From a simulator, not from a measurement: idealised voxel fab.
voxel self aligned contacts: a process module
FYI the section here is cut, 280 nm wide, cells are 5 nm squares.
Think of the cross-section as a grid of square cells. We describe it in bands, top to bottom, and each band covers one or more rows of those cells.
Quick guide to a band line: top height, bottom height (nm) up front; then every material left to right with its width in nm. Only one material and it's marked "edge to edge"? Then it fills the band edge to edge. And "blank" just means empty space.
Heights are expressed relative to 0, this being the level below which the as-received wafer comprises one material exclusively. The lowest band is unbounded in the downward direction and is denoted as in "0 and below".
Width spec "30..40" -> top row of cells at first value, bottom row at second value, equal per-row change in between.
"remained the same" (step): cross-section cells unchanged, all of them.
Under "Enclosed cavity list" you'll find the enclosed gaps, the ones with no way out to the top, that are 8 cells or bigger; each reads width x height at distance, with distance counted from the left edge, everything in nm.
Formally, on a step line, whatever follows the settings is a remark that the simulator itself makes on the step.
Among the settings permitted on a step's line is "overlay nm"; applied to a step with a mask, it specifies the extent to which the mask lay to the right of its planned position, whereas a negative figure signifies a position to the left.

## So here's the lineup of process steps we planned
1. RECEIVE (material Si)
2. CONFORMAL_DEP (material SiO2; thk nm 5)
3. DIRECTIONAL_DEP (material polySi; thk nm 25)
4. DIRECTIONAL_DEP (material SiN; thk nm 20)
5. DIRECTIONAL_DEP (material aC; thk nm 10)
6. PATTERN (tone cover; mask id GATE; material resist; width nm 35; pitch nm 70; thk nm 25; overlay nm 0)
7. DIRECTIONAL_ETCH (etch materials aC; depth nm 10)
8. STRIP (etch materials resist)
9. DIRECTIONAL_ETCH (etch materials SiN; depth nm 20)
10. DIRECTIONAL_ETCH (etch materials polySi; depth nm 25)
11. STRIP (etch materials aC)
12. CONFORMAL_DEP (material SiN; thk nm 5)
13. DIRECTIONAL_ETCH (etch materials SiN; depth nm 5)
14. FILL_DEP (material SiO2; thk nm 10)
15. CMP (height nm 55)
16. DIRECTIONAL_DEP (material aC; thk nm 10)
17. PATTERN (tone open; mask id CONTACT; material resist; width nm 55; pitch nm 70; thk nm 25; overlay nm 0)
18. DIRECTIONAL_ETCH (etch materials aC; depth nm 10)
19. STRIP (etch materials resist)
20. DIRECTIONAL_ETCH (etch materials SiO2; depth nm 45)
21. STRIP (etch materials aC)
22. CONFORMAL_DEP (material TiN; thk nm 5)
23. FILL_DEP (material Ru; thk nm 10)
24. CMP (height nm 55)
25. CONFORMAL_DEP (material SiN; thk nm 5)
Quick note for whoever runs this: the wafers start identical, but the depth nm at step 20 isn't the same across them. The plan just shows what the first wafer had.

## Received wafers, first of several: cross-section after step 1
0 and below | Si edge to edge
Enclosed cavity list: none

## End of module, by wafer: material-by-material cell gain (+) or loss (-) since receipt, then closed voids
depth nm 45; +48 Ru; +194 SiN; +271 SiO2; +54 TiN; +105 polySi; Enclosed cavity list: none
depth nm 50; +54 Ru; +194 SiN; +261 SiO2; +58 TiN; +105 polySi; Enclosed cavity list: none
depth nm 55; +60 Ru; +194 SiN; +251 SiO2; +62 TiN; +105 polySi; Enclosed cavity list: none
depth nm 60; +60 Ru; +194 SiN; +251 SiO2; +62 TiN; +105 polySi; Enclosed cavity list: none
depth nm 65; +60 Ru; +194 SiN; +251 SiO2; +62 TiN; +105 polySi; Enclosed cavity list: none
depth nm 70; +60 Ru; +194 SiN; +251 SiO2; +62 TiN; +105 polySi; Enclosed cavity list: none
